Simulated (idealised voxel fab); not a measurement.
Herein follows the process module entitled voxel spacer lines.
This is section cut - it's 265 nm across, gridded in 5 nm square cells.
In this document a cross-section is written as a grid of square cells. It is given as a series of bands, listed from the top down, and a band is one or more rows of cells. Look at the band entry: it leads with the top's height and the bottom's height in nm. Then it lists the materials left to right, with a width in nm for each. The word "all across" on a single material says that material fills the band edge to edge. The word "air" is empty space. All heights in this document are referenced to 0, defined as the level beneath which the wafer, as received, consists entirely of one material. The lowest band is not bounded below; it extends indefinitely downward and is written in the form "from 0 down". When a width is written as two numbers, as in "30..40", the first number is the width in the top row of cells of the band and the second is the width in its bottom row, and the width changes by the same amount from each row to the next. Where a step carries "changes: none", the cross-section came out of it unchanged, cell for cell. Empty spaces without an open route to the top, at least 8 cells in extent, make up the entry "Closed cavities"; each is given as width x height at distance, where the distance is measured from the left edge, and all are in nm. What comes after the settings on a step's line is commentary from the simulator itself on that step. The optional step-line setting "overlay nm" applies to steps with a mask and quantifies how far to the right of its planned location the mask lay, a negative value indicating leftward placement.

The process steps that were planned are listed below:
1: RECEIVE (material Si)
2: CONFORMAL_DEP (material Al2O3; thk nm 5)
3: DIRECTIONAL_DEP (material W; thk nm 20)
4: DIRECTIONAL_DEP (material polySi; thk nm 25)
5: PATTERN (tone cover; mask id MANDREL; material resist; width nm 25; pitch nm 80; thk nm 30; overlay nm -15)
6: DIRECTIONAL_ETCH (etch materials polySi; depth nm 25)
7: STRIP (etch materials resist)
8: CONFORMAL_DEP (material SiN; thk nm 15)
9: DIRECTIONAL_ETCH (etch materials SiN; depth nm 15)
10: STRIP (etch materials polySi)
11: DIRECTIONAL_ETCH (etch materials W; depth nm 20)
12: STRIP (etch materials SiN)
13: FILL_DEP (material SiO2; thk nm 5)
14: CMP (height nm 25)
Across this set of wafers, the varied parameter is the overlay nm of step 5. Starting conditions are identical for every wafer, and the plan reports the value assigned to the first wafer.

Cross-section of the first of several received wafers, showing its state after step 1:
> from 0 down: Si all across
> Closed cavities: none

Here's the first of several wafers in cross-section, end of the module, after the last step, step 14:
> from 25 to 5: 10 of SiO2 / 15 of W / 25 of SiO2 / 15 of W / 25 of SiO2 / 15 of W / 25 of SiO2 / 15 of W / 25 of SiO2 / 15 of W / 25 of SiO2 / 15 of W / 40 of SiO2
> from 5 to 0: Al2O3 all across
> from 0 down: Si all across
> Closed cavities: none

Cross-section of the last wafer at end of module:
> from 25 to 5: 40 of SiO2 / 15 of W / 25 of SiO2 / 15 of W / 25 of SiO2 / 15 of W / 25 of SiO2 / 15 of W / 25 of SiO2 / 15 of W / 25 of SiO2 / 15 of W / 10 of SiO2
> from 5 to 0: Al2O3 all across
> from 0 down: Si all across
> Closed cavities: none

The rows of the table below are wafers. Looking at the end of the module, a row counts, for every material, the cells the wafer has gained, shown as (+), or lost, shown as (-), since it was received; its closed voids come next:
overlay nm -15 | +53 Al2O3 | +140 SiO2 | +72 W | Closed cavities: none
overlay nm -10 | +53 Al2O3 | +140 SiO2 | +72 W | Closed cavities: none
overlay nm -5 | +53 Al2O3 | +140 SiO2 | +72 W | Closed cavities: none
overlay nm 0 | +53 Al2O3 | +140 SiO2 | +72 W | Closed cavities: none
overlay nm 5 | +53 Al2O3 | +140 SiO2 | +72 W | Closed cavities: none
overlay nm 10 | +53 Al2O3 | +140 SiO2 | +72 W | Closed cavities: none
overlay nm 15 | +53 Al2O3 | +140 SiO2 | +72 W | Closed cavities: none
